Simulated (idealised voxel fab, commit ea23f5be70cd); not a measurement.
process module | voxel transistor to metal
cross-section cut | 170 nm wide | cells 5 nm
A cross-section is a grid of square cells, given in bands from the top down. A band is one or more rows of cells.
Each band's line starts with the height of the band's top and of its bottom, in nm. Then come its materials from left to right, each with its width in nm. One material with "throughout" fills the band from edge to edge. "air" is empty space.
Height 0 is the level under which the wafer as received is all one material. The lowest band goes on downwards, as in "0 down".
A width such as "30 to 40" changes by the same amount from each row of cells to the next, from the band's top row to its bottom row.
"no change" after a step means that no cell of the cross-section changed.
closed voids: empty space of 8 cells or more with no open way to the top, each as width x height at its distance from the left edge, in nm
after a step's settings: what the simulator itself notes on the step
overlay nm, on a step with a mask: how far to the right of its planned place the mask lay; to the left if negative
plan
1 op RECEIVE | material Si
2 op OXIDIZE | depth nm 5
3 op CONFORMAL_DEP | material SiN | thk nm 10
4 op MASKED_ETCH | tone cover | mask id ACTIVE | width nm 110 | etch materials SiN | depth nm 10 | overlay nm 0
5 op MASKED_ETCH | tone cover | mask id ACTIVE | width nm 110 | etch materials SiO2 | depth nm 5 | overlay nm 0
6 op MASKED_ETCH | tone cover | mask id ACTIVE | width nm 110 | etch materials Si | depth nm 20 | overlay nm 0
7 op OXIDIZE | depth nm 5
8 op FILL_DEP | material SiO2 | thk nm 15
9 op CMP | height nm 10
10 op SELECTIVE_ETCH | etch materials SiO2 | depth nm 10
11 op STRIP | etch materials SiN
12 op SELECTIVE_ETCH | etch materials SiO2 | depth nm 5
13 op OXIDIZE | depth nm 5
14 op DIRECTIONAL_DEP | material polySi | thk nm 20
15 op DIRECTIONAL_DEP | material SiCN | thk nm 10
16 op DIRECTIONAL_DEP | material aC | thk nm 15
17 op PATTERN | tone cover | mask id GATE | material resist | width nm 30 | thk nm 35 | overlay nm 0
18 op DIRECTIONAL_ETCH | etch materials aC | depth nm 15
19 op STRIP | etch materials resist
20 op DIRECTIONAL_ETCH | etch materials SiCN | depth nm 20
21 op DIRECTIONAL_ETCH | etch materials polySi | depth nm 30
22 op STRIP | etch materials aC
23 op CONFORMAL_DEP | material SiO2 | thk nm 5
24 op DIRECTIONAL_ETCH | etch materials SiO2 | depth nm 5
25 op CONFORMAL_DEP | material SiN | thk nm 5
26 op DIRECTIONAL_ETCH | etch materials SiN | depth nm 5
27 op DIRECTIONAL_ETCH | etch materials SiO2 | depth nm 5
28 op DIRECTIONAL_ETCH | etch materials Si | depth nm 10
29 op EPI | material SiGe | thk nm 15
30 op FILL_DEP | material SiO2 | thk nm 10
31 op CMP | height nm 15
32 op STRIP | etch materials polySi
33 op SELECTIVE_ETCH | etch materials SiO2 | depth nm 5
34 op CONFORMAL_DEP | material HfO2 | thk nm 5
35 op CONFORMAL_DEP | material TiN | thk nm 5
36 op FILL_DEP | material W | thk nm 5
37 op CMP | height nm 10
38 op DIRECTIONAL_DEP | material SiO2 | thk nm 10
39 op MASKED_ETCH | tone open | mask id CONTACT | width nm 20 | pitch nm 80 | etch materials SiO2 | depth nm 25 | overlay nm 0
40 op CONFORMAL_DEP | material TiN | thk nm 5
41 op FILL_DEP | material W | thk nm 10
42 op CMP | height nm 20
43 op DIRECTIONAL_DEP | material TiN | thk nm 5
44 op DIRECTIONAL_DEP | material W | thk nm 20
45 op PATTERN | tone cover | mask id METAL_1 | material resist | width nm 20 | pitch nm 80 | thk nm 20 | overlay nm 0
46 op DIRECTIONAL_ETCH | etch materials W | depth nm 20
47 op DIRECTIONAL_ETCH | etch materials TiN | depth nm 5
48 op STRIP | etch materials resist
49 op CONFORMAL_DEP | material SiN | thk nm 5
50 op FILL_DEP | material lowk | thk nm 10
51 op CMP | height nm 45
52 op CONFORMAL_DEP | material SiN | thk nm 5
as received, after step 1
  0 down: Si throughout
  closed voids: none
first wafer at the end, as planned
  50 to 45: SiN throughout
  45 to 25: lowk 30 | SiN 5 | W 20 | SiN 5 | lowk 50 | SiN 5 | W 20 | SiN 5 | lowk 30
  25 to 20: SiN 35 | TiN 20 | SiN 60 | TiN 20 | SiN 35
  20 to 10: SiO2 35 | TiN 5 | W 10 | TiN 5 | SiO2 60 | TiN 5 | W 10 | TiN 5 | SiO2 35
  10 to 5: SiO2 35 | TiN 20 | SiO2 5 | SiN 5 | HfO2 5 | TiN 5 | W 20 | TiN 5 | HfO2 5 | SiN 5 | SiO2 5 | TiN 20 | SiO2 35
  5 to 0: SiO2 35 | TiN 10 | SiGe 15 | SiN 5 | HfO2 5 | TiN 5 | W 20 | TiN 5 | HfO2 5 | SiN 5 | SiGe 15 | TiN 10 | SiO2 35
  0 to -5: SiO2 35 | TiN 10 | SiGe 15 | SiN 5 | HfO2 5 | TiN 30 | HfO2 5 | SiN 5 | SiGe 15 | TiN 10 | SiO2 35
  -5 to -10: SiO2 30 | SiGe 30 | SiO2 5 | HfO2 40 | SiO2 5 | SiGe 30 | SiO2 30
  -10 to -20: SiO2 35 | SiGe 25 | Si 50 | SiGe 25 | SiO2 35
  -20 to -30: SiO2 35 | Si 100 | SiO2 35
  -30 down: Si throughout
  closed voids: none
second wafer at the end: like start, like plan, one mistake
  65 to 60: SiN throughout
  60 to 50: lowk throughout
  50 to 45: lowk 30 | SiN 30 | lowk 50 | SiN 30 | lowk 30
  45 to 25: lowk 30 | SiN 5 | W 20 | SiN 5 | lowk 50 | SiN 5 | W 20 | SiN 5 | lowk 30
  25 to 20: SiN 35 | TiN 20 | SiN 60 | TiN 20 | SiN 35
  20 to 10: SiO2 35 | TiN 5 | W 10 | TiN 5 | SiO2 60 | TiN 5 | W 10 | TiN 5 | SiO2 35
  10 to 5: SiO2 35 | TiN 20 | SiO2 5 | SiN 5 | HfO2 5 | TiN 5 | W 20 | TiN 5 | HfO2 5 | SiN 5 | SiO2 5 | TiN 20 | SiO2 35
  5 to 0: SiO2 35 | TiN 10 | SiGe 15 | SiN 5 | HfO2 5 | TiN 5 | W 20 | TiN 5 | HfO2 5 | SiN 5 | SiGe 15 | TiN 10 | SiO2 35
  0 to -5: SiO2 35 | TiN 10 | SiGe 15 | SiN 5 | HfO2 5 | TiN 30 | HfO2 5 | SiN 5 | SiGe 15 | TiN 10 | SiO2 35
  -5 to -10: SiO2 30 | SiGe 30 | SiO2 5 | HfO2 40 | SiO2 5 | SiGe 30 | SiO2 30
  -10 to -20: SiO2 35 | SiGe 25 | Si 50 | SiGe 25 | SiO2 35
  -20 to -30: SiO2 35 | Si 100 | SiO2 35
  -30 down: Si throughout
  closed voids: none
what went wrong: step 51 was left out
at the end the second wafer has, in cells: 12 more of SiN | 90 more of lowk
